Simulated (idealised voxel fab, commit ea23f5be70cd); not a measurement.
You're looking at the process module voxel gate over fins.
FYI the section here is cut, 270 nm wide, cells are 5 nm squares.
The cross-sections in this document take the form of a grid made of square cells. They are written out as bands, in order from top to bottom. Each band consists of one or more rows of cells.
It is stipulated that each band's entry specify, in nanometres, the height of the top of the band and then that of its bottom, followed by the materials of the band in left-to-right sequence, each together with its width in nanometres. A single material marked by the word "edge to edge" is understood to fill the band from edge to edge; the word "blank" is understood to denote empty space.
Where do heights start? At 0: under that level the wafer as delivered is made of one material only. And the lowest band has no floor; it just carries on downward, as in "0..down".
Think of "30 to 40" as a width that walks from the first number to the second as you go down the band, top row to bottom row, taking equal-sized steps from row to row.
It should be understood that the words "stayed the same", when stated for a given step, signify that the cross-section underwent no change in any of its cells during that step.
"Trapped cavities" specifies each empty space that is not open to the top and that occupies no fewer than 8 cells, using the form width x height at distance, the distance measured from the left edge and all three quantities in nm.
Step line, after settings: the simulator's comment on this step.
You can add "overlay nm" to a step's line. For a step with a mask, it describes how far the mask lay to the right of its planned position, and a negative number describes a lay to the left.
## Steps in the process plan
1 RECEIVE: material Si
2 CONFORMAL_DEP: material SiN, thk nm 10
3 PATTERN: tone cover, mask id FINS, material resist, width nm 15, pitch nm 40, thk nm 20, overlay nm 0
4 DIRECTIONAL_ETCH: etch materials SiN, depth nm 10
5 DIRECTIONAL_ETCH: etch materials Si, depth nm 35
6 STRIP: etch materials resist
7 FILL_DEP: material SiO2, thk nm 15
8 CMP: height nm 10
9 SELECTIVE_ETCH: etch materials SiO2, depth nm 20
10 STRIP: etch materials SiN
11 CONFORMAL_DEP: material HfO2, thk nm 5
12 CONFORMAL_DEP: material TiN, thk nm 5
13 CONFORMAL_DEP: material TiAl, thk nm 5
14 CONFORMAL_DEP: material TiN, thk nm 5
15 FILL_DEP: material W, thk nm 10
16 CMP: height nm 25
17 CONFORMAL_DEP: material SiCN, thk nm 10
## Account of the first of two wafers, which was processed as intended
## as received, after step 1
0..down | Si edge to edge
Trapped cavities: none
## How the wafer stands in section after step 2
10..0 | SiN edge to edge
Everything below 0 is unchanged.
## How the wafer stands in section after step 3
30..10 | blank=85, resist=15, blank=25, resist=15, blank=25, resist=15, blank=90
Everything below 10 is unchanged.
## How the wafer stands in section after step 4
30..10 | blank=85, resist=15, blank=25, resist=15, blank=25, resist=15, blank=90
10..0 | blank=85, SiN=15, blank=25, SiN=15, blank=25, SiN=15, blank=90
Everything below 0 is unchanged.
## How the wafer stands in section after step 5
30..10 | blank=85, resist=15, blank=25, resist=15, blank=25, resist=15, blank=90
10..0 | blank=85, SiN=15, blank=25, SiN=15, blank=25, SiN=15, blank=90
0..-35 | blank=85, Si=15, blank=25, Si=15, blank=25, Si=15, blank=90
Everything below -35 is unchanged.
## How the wafer stands in section after step 6
10..0 | blank=85, SiN=15, blank=25, SiN=15, blank=25, SiN=15, blank=90
Everything below 0 is unchanged.
## How the wafer stands in section after step 7
25..10 | SiO2 edge to edge
10..0 | SiO2=85, SiN=15, SiO2=25, SiN=15, SiO2=25, SiN=15, SiO2=90
0..-35 | SiO2=85, Si=15, SiO2=25, Si=15, SiO2=25, Si=15, SiO2=90
Everything below -35 is unchanged.
## How the wafer stands in section after step 8
10..0 | SiO2=85, SiN=15, SiO2=25, SiN=15, SiO2=25, SiN=15, SiO2=90
Everything below 0 is unchanged.
## How the wafer stands in section after step 9
10..0 | blank=85, SiN=15, blank=25, SiN=15, blank=25, SiN=15, blank=90
0..-10 | blank=85, Si=15, blank=25, Si=15, blank=25, Si=15, blank=90
Everything below -10 is unchanged.
## How the wafer stands in section after step 10
0..-10 | blank=85, Si=15, blank=25, Si=15, blank=25, Si=15, blank=90
Everything below -10 is unchanged.
## How the wafer stands in section after step 11
5..0 | blank=80, HfO2=25, blank=15, HfO2=25, blank=15, HfO2=25, blank=85
0..-5 | blank=80, HfO2=5, Si=15, HfO2=5, blank=15, HfO2=5, Si=15, HfO2=5, blank=15, HfO2=5, Si=15, HfO2=5, blank=85
-5..-10 | HfO2=85, Si=15, HfO2=25, Si=15, HfO2=25, Si=15, HfO2=90
Everything below -10 is unchanged.
## How the wafer stands in section after step 12
10..5 | blank=75, TiN=35, blank=5, TiN=35, blank=5, TiN=35, blank=80
5..0 | blank=75, TiN=5, HfO2=25, TiN=5, blank=5, TiN=5, HfO2=25, TiN=5, blank=5, TiN=5, HfO2=25, TiN=5, blank=80
0..-5 | TiN=80, HfO2=5, Si=15, HfO2=5, TiN=15, HfO2=5, Si=15, HfO2=5, TiN=15, HfO2=5, Si=15, HfO2=5, TiN=85
Everything below -5 is unchanged.
## How the wafer stands in section after step 13
15..10 | blank=70, TiAl=125, blank=75
10..5 | blank=70, TiAl=5, TiN=35, TiAl=5, TiN=35, TiAl=5, TiN=35, TiAl=5, blank=75
5..0 | TiAl=75, TiN=5, HfO2=25, TiN=5, TiAl=5, TiN=5, HfO2=25, TiN=5, TiAl=5, TiN=5, HfO2=25, TiN=5, TiAl=80
Everything below 0 is unchanged.
## How the wafer stands in section after step 14
20..15 | blank=65, TiN=135, blank=70
15..10 | blank=65, TiN=5, TiAl=125, TiN=5, blank=70
10..5 | TiN=70, TiAl=5, TiN=35, TiAl=5, TiN=35, TiAl=5, TiN=35, TiAl=5, TiN=75
Everything below 5 is unchanged.
## How the wafer stands in section after step 15
30..20 | W edge to edge
20..15 | W=65, TiN=135, W=70
15..10 | W=65, TiN=5, TiAl=125, TiN=5, W=70
Everything below 10 is unchanged.
## How the wafer stands in section after step 16
25..20 | W edge to edge
Everything below 20 is unchanged.
## How the wafer stands in section after step 17
35..25 | SiCN edge to edge
Everything below 25 is unchanged.
## Wafer two. Same start, same plan, one slip in execution. Same as wafer one through step 2, inclusive
## Here is the second wafer in cross-section at the point where step 3 of the plan should have been done
30..10 | resist=85, blank=15, resist=25, blank=15, resist=25, blank=15, resist=90
Everything below 10 is unchanged.
## Here is the second wafer in cross-section at the point where step 4 of the plan should have been done
30..10 | resist=85, blank=15, resist=25, blank=15, resist=25, blank=15, resist=90
10..0 | SiN=85, blank=15, SiN=25, blank=15, SiN=25, blank=15, SiN=90
Everything below 0 is unchanged.
## Here is the second wafer in cross-section at the point where step 5 of the plan should have been done
30..10 | resist=85, blank=15, resist=25, blank=15, resist=25, blank=15, resist=90
10..0 | SiN=85, blank=15, SiN=25, blank=15, SiN=25, blank=15, SiN=90
0..-35 | Si=85, blank=15, Si=25, blank=15, Si=25, blank=15, Si=90
Everything below -35 is unchanged.
## Here is the second wafer in cross-section at the point where step 6 of the plan should have been done
10..0 | SiN=85, blank=15, SiN=25, blank=15, SiN=25, blank=15, SiN=90
Everything below 0 is unchanged.
## Here is the second wafer in cross-section at the point where step 7 of the plan should have been done
25..10 | SiO2 edge to edge
10..0 | SiN=85, SiO2=15, SiN=25, SiO2=15, SiN=25, SiO2=15, SiN=90
0..-35 | Si=85, SiO2=15, Si=25, SiO2=15, Si=25, SiO2=15, Si=90
Everything below -35 is unchanged.
## Here is the second wafer in cross-section at the point where step 8 of the plan should have been done
10..0 | SiN=85, SiO2=15, SiN=25, SiO2=15, SiN=25, SiO2=15, SiN=90
Everything below 0 is unchanged.
## Here is the second wafer in cross-section at the point where step 9 of the plan should have been done
10..0 | SiN=85, blank=15, SiN=25, blank=15, SiN=25, blank=15, SiN=90
0..-10 | Si=85, blank=15, Si=25, blank=15, Si=25, blank=15, Si=90
Everything below -10 is unchanged.
## Here is the second wafer in cross-section at the point where step 10 of the plan should have been done
0..-10 | Si=85, blank=15, Si=25, blank=15, Si=25, blank=15, Si=90
Everything below -10 is unchanged.
## Here is the second wafer in cross-section at the point where step 11 of the plan should have been done
5..0 | HfO2=90, blank=5, HfO2=35, blank=5, HfO2=35, blank=5, HfO2=95
0..-5 | Si=85, HfO2=5, blank=5, HfO2=5, Si=25, HfO2=5, blank=5, HfO2=5, Si=25, HfO2=5, blank=5, HfO2=5, Si=90
-5..-10 | Si=85, HfO2=15, Si=25, HfO2=15, Si=25, HfO2=15, Si=90
Everything below -10 is unchanged.
## Here is the second wafer in cross-section at the point where step 12 of the plan should have been done
10..5 | TiN edge to edge
5..0 | HfO2=90, TiN=5, HfO2=35, TiN=5, HfO2=35, TiN=5, HfO2=95
0..-5 | Si=85, HfO2=5, TiN=5, HfO2=5, Si=25, HfO2=5, TiN=5, HfO2=5, Si=25, HfO2=5, TiN=5, HfO2=5, Si=90
Everything below -5 is unchanged.
## Here is the second wafer in cross-section at the point where step 13 of the plan should have been done
15..10 | TiAl edge to edge
Everything below 10 is unchanged.
## Here is the second wafer in cross-section at the point where step 14 of the plan should have been done
20..15 | TiN edge to edge
Everything below 15 is unchanged.
## Here is the second wafer in cross-section at the point where step 15 of the plan should have been done
30..20 | W edge to edge
Everything below 20 is unchanged.
## Here is the second wafer in cross-section at the point where step 16 of the plan should have been done
25..20 | W edge to edge
Everything below 20 is unchanged.
## Here is the second wafer in cross-section at the point where step 17 of the plan should have been done
35..25 | SiCN edge to edge
Everything below 25 is unchanged.
Want to know what went wrong? step 3: run off-plan, actual operation and settings PATTERN: tone open, mask id FINS, material resist, width nm 15, pitch nm 40, thk nm 20, overlay nm 0
Heads up, by the end the second wafer has more or fewer cells of some materials compared to the first: +252 Si; -180 SiO2; -8 TiAl; -10 TiN; -54 W
